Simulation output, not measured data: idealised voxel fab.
The following is a process module called voxel transistor to metal.
275 nm wide, 5 nm square cells: that's cross-section cut.
Bands, listed from the top down, are how a cross-section gets written in this document; the cross-section itself is a grid of square cells, and a band is one or more rows of them. Quick guide to a band line: top height, bottom height (nm) up front; then every material left to right with its width in nm. Only one material and it's marked "all across"? Then it fills the band edge to edge. And "empty" just means empty space. All heights in this document are referenced to 0, defined as the level beneath which the wafer, as received, consists entirely of one material. The lowest band is not bounded below; it extends indefinitely downward and is written in the form "z 0 and below". The notation "30->40" denotes a width that varies across the rows of cells in the band, beginning at the first number in the top row, finishing at the second number in the bottom row, and changing by an identical amount from each row to the next. "left unchanged", as given for a step, is the statement that not any cell of the cross-section underwent a change during that step. Basically, "Enclosed empty spaces" tells you about the enclosed voids: empty spaces with no open way to the top, 8 cells or bigger, each written width x height at distance, where distance is from the left edge, all in nm. What comes after the settings on a step's line is commentary from the simulator itself on that step. The setting "overlay nm" may be written on the line of a step. When the step uses a mask, the value reports how far to the right of the planned place the mask lay, and a negative value reports that it lay to the left.
## Process steps foreseen in the plan
| 1 | RECEIVE with material Si |
| 2 | OXIDIZE with depth nm 5 |
| 3 | CONFORMAL_DEP with material SiN, thk nm 15 |
| 4 | DIRECTIONAL_DEP with material aC, thk nm 15 |
| 5 | PATTERN with tone cover, mask id ACTIVE, material resist, width nm 105, pitch nm 130, thk nm 30, overlay nm 0 |
| 6 | DIRECTIONAL_ETCH with etch materials aC, depth nm 15 |
| 7 | STRIP with etch materials resist |
| 8 | DIRECTIONAL_ETCH with etch materials SiN, depth nm 15 |
| 9 | DIRECTIONAL_ETCH with etch materials SiO2, depth nm 5 |
| 10 | DIRECTIONAL_ETCH with etch materials Si, depth nm 25 |
| 11 | STRIP with etch materials aC |
| 12 | FILL_DEP with material SiO2, thk nm 10 |
| 13 | CMP with height nm 15 |
| 14 | SELECTIVE_ETCH with etch materials SiO2, depth nm 5 |
| 15 | STRIP with etch materials SiN |
| 16 | SELECTIVE_ETCH with etch materials SiO2, depth nm 5 |
| 17 | OXIDIZE with depth nm 5 |
| 18 | DIRECTIONAL_DEP with material polySi, thk nm 30 |
| 19 | DIRECTIONAL_DEP with material SiCN, thk nm 15 |
| 20 | DIRECTIONAL_DEP with material aC, thk nm 10 |
| 21 | PATTERN with tone cover, mask id GATE, material resist, width nm 25, pitch nm 130, thk nm 30, overlay nm 0 |
| 22 | DIRECTIONAL_ETCH with etch materials aC, depth nm 10 |
| 23 | STRIP with etch materials resist |
| 24 | DIRECTIONAL_ETCH with etch materials SiCN, depth nm 25 |
| 25 | DIRECTIONAL_ETCH with etch materials polySi, depth nm 40 |
| 26 | STRIP with etch materials aC |
| 27 | CONFORMAL_DEP with material SiN, thk nm 5 |
| 28 | DIRECTIONAL_ETCH with etch materials SiN, depth nm 5 |
| 29 | DIRECTIONAL_ETCH with etch materials SiO2, depth nm 5 |
| 30 | DIRECTIONAL_ETCH with etch materials Si, depth nm 15 |
| 31 | EPI with material pSi, thk nm 20 |
| 32 | FILL_DEP with material SiO2, thk nm 5 |
| 33 | CMP with height nm 40 |
| 34 | DIRECTIONAL_DEP with material SiO2, thk nm 15 |
| 35 | PATTERN with tone open, mask id CONTACT, material resist, width nm 30, pitch nm 65, thk nm 15, overlay nm 0 |
| 36 | DIRECTIONAL_ETCH with etch materials SiO2, depth nm 60 |
| 37 | STRIP with etch materials resist |
| 38 | CONFORMAL_DEP with material TiN, thk nm 5 |
| 39 | FILL_DEP with material W, thk nm 5 |
| 40 | CMP with height nm 55 |
| 41 | DIRECTIONAL_DEP with material TiN, thk nm 5 |
| 42 | DIRECTIONAL_DEP with material W, thk nm 25 |
| 43 | MASKED_ETCH with tone cover, mask id METAL_1, width nm 15, etch materials W, depth nm 25, overlay nm 0 |
| 44 | MASKED_ETCH with tone cover, mask id METAL_1, width nm 15, etch materials TiN, depth nm 5, overlay nm 0 |
| 45 | CONFORMAL_DEP with material SiCN, thk nm 5 |
| 46 | FILL_DEP with material SiO2, thk nm 5 |
| 47 | CMP with height nm 85 |
| 48 | CONFORMAL_DEP with material SiN, thk nm 5 |
## Delivered wafer in cross-section: state after step 1
    z 0 and below: Si all across
    Enclosed empty spaces: none
## First of two wafers: cross-section at end of module, run per plan
    z 90 to 85: SiN all across
    z 85 to 60: SiO2: 20  SiCN: 5  W: 15  SiCN: 5  SiO2: 55  SiCN: 5  W: 15  SiCN: 5  SiO2: 25  SiCN: 5  W: 15  SiCN: 5  SiO2: 55  SiCN: 5  W: 15  SiCN: 5  SiO2: 20
    z 60 to 55: SiCN: 25  TiN: 15  SiCN: 65  TiN: 15  SiCN: 35  TiN: 15  SiCN: 65  TiN: 15  SiCN: 25
    z 55 to 40: SiO2: 25  TiN: 5  W: 20  TiN: 5  SiO2: 35  TiN: 5  W: 20  TiN: 5  SiO2: 35  TiN: 5  W: 20  TiN: 5  SiO2: 35  TiN: 5  W: 20  TiN: 5  SiO2: 25
    z 40 to 25: SiO2: 25  TiN: 5  W: 20  TiN: 5  SiN: 5  SiCN: 25  SiN: 5  TiN: 5  W: 20  TiN: 5  SiO2: 35  TiN: 5  W: 20  TiN: 5  SiN: 5  SiCN: 25  SiN: 5  TiN: 5  W: 20  TiN: 5  SiO2: 25
    z 25 to 15: SiO2: 25  TiN: 5  W: 20  TiN: 5  SiN: 5  polySi: 25  SiN: 5  TiN: 5  W: 20  TiN: 5  SiO2: 35  TiN: 5  W: 20  TiN: 5  SiN: 5  polySi: 25  SiN: 5  TiN: 5  W: 20  TiN: 5  SiO2: 25
    z 15 to 10: SiO2: 25  TiN: 30  SiN: 5  polySi: 25  SiN: 5  TiN: 30  SiO2: 35  TiN: 30  SiN: 5  polySi: 25  SiN: 5  TiN: 30  SiO2: 25
    z 10 to 5: SiO2: 25  TiN: 10  pSi: 20  SiN: 5  polySi: 25  SiN: 5  pSi: 20  TiN: 10  SiO2: 35  TiN: 10  pSi: 20  SiN: 5  polySi: 25  SiN: 5  pSi: 20  TiN: 10  SiO2: 25
    z 5 to -5: SiO2: 15  SiN: 5  SiO2: 5  TiN: 10  pSi: 20  SiN: 5  polySi: 25  SiN: 5  pSi: 20  TiN: 10  SiO2: 5  SiN: 5  SiO2: 15  SiN: 5  SiO2: 5  TiN: 10  pSi: 20  SiN: 5  polySi: 25  SiN: 5  pSi: 20  TiN: 10  SiO2: 5  SiN: 5  SiO2: 15
    z -5 to -10: SiO2: 20  pSi: 35  SiO2: 35  pSi: 35  SiO2: 25  pSi: 35  SiO2: 35  pSi: 35  SiO2: 20
    z -10 to -25: SiO2: 20  pSi: 35  Si: 35  pSi: 35  SiO2: 25  pSi: 35  Si: 35  pSi: 35  SiO2: 20
    z -25 to -30: SiO2: 20  Si: 105  SiO2: 25  Si: 105  SiO2: 20
    z -30 and below: Si all across
    Enclosed empty spaces: none
## Here is the second of the two wafers cut open at the end of the module - same start, same plan as the first one, but we made one mistake running it
    z 90 to 85: SiN all across
    z 85 to 60: SiO2: 20  SiCN: 5  W: 15  SiCN: 5  SiO2: 55  SiCN: 5  W: 15  SiCN: 5  SiO2: 25  SiCN: 5  W: 15  SiCN: 5  SiO2: 55  SiCN: 5  W: 15  SiCN: 5  SiO2: 20
    z 60 to 55: SiCN: 25  TiN: 15  SiCN: 65  TiN: 15  SiCN: 35  TiN: 15  SiCN: 65  TiN: 15  SiCN: 25
    z 55 to 40: SiO2: 25  TiN: 5  W: 20  TiN: 5  SiO2: 35  TiN: 5  W: 20  TiN: 5  SiO2: 35  TiN: 5  W: 20  TiN: 5  SiO2: 35  TiN: 5  W: 20  TiN: 5  SiO2: 25
    z 40 to 25: SiO2: 25  TiN: 5  W: 20  TiN: 5  SiN: 5  SiCN: 25  SiN: 5  TiN: 5  W: 20  TiN: 5  SiO2: 35  TiN: 5  W: 20  TiN: 5  SiN: 5  SiCN: 25  SiN: 5  TiN: 5  W: 20  TiN: 5  SiO2: 25
    z 25 to 15: SiO2: 25  TiN: 5  W: 20  TiN: 5  SiN: 5  polySi: 25  SiN: 5  TiN: 5  W: 20  TiN: 5  SiO2: 35  TiN: 5  W: 20  TiN: 5  SiN: 5  polySi: 25  SiN: 5  TiN: 5  W: 20  TiN: 5  SiO2: 25
    z 15 to 10: SiO2: 25  TiN: 30  SiN: 5  polySi: 25  SiN: 5  TiN: 30  SiO2: 35  TiN: 30  SiN: 5  polySi: 25  SiN: 5  TiN: 30  SiO2: 25
    z 10 to 5: SiO2: 25  TiN: 10  pSi: 20  SiN: 5  polySi: 25  SiN: 5  pSi: 20  TiN: 10  SiO2: 35  TiN: 10  pSi: 20  SiN: 5  polySi: 25  SiN: 5  pSi: 20  TiN: 10  SiO2: 25
    z 5 to -5: SiO2: 15  SiN: 5  SiO2: 5  TiN: 10  pSi: 20  SiN: 5  polySi: 25  SiN: 5  pSi: 20  TiN: 10  SiO2: 10  SiN: 5  SiO2: 10  SiN: 5  SiO2: 5  TiN: 10  pSi: 20  SiN: 5  polySi: 25  SiN: 5  pSi: 20  TiN: 10  SiO2: 10  SiN: 5  SiO2: 10
    z -5 to -10: SiO2: 20  pSi: 35  SiO2: 35  pSi: 40  SiO2: 20  pSi: 35  SiO2: 35  pSi: 40  SiO2: 15
    z -10 to -25: SiO2: 20  pSi: 35  Si: 35  pSi: 40  SiO2: 20  pSi: 35  Si: 35  pSi: 40  SiO2: 15
    z -25 to -30: SiO2: 20  Si: 110  SiO2: 20  Si: 110  SiO2: 15
    z -30 and below: Si all across
    Enclosed empty spaces: none
What went wrong in running the wafer? step 5 was processed under conditions differing from the plan, specifically as PATTERN with tone cover, mask id ACTIVE, material resist, width nm 110, pitch nm 130, thk nm 30, overlay nm 0
The closing comparison, in cells, has the second wafer with more or fewer of some materials than the first: 2 more of Si; 10 fewer of SiO2; 8 more of pSi
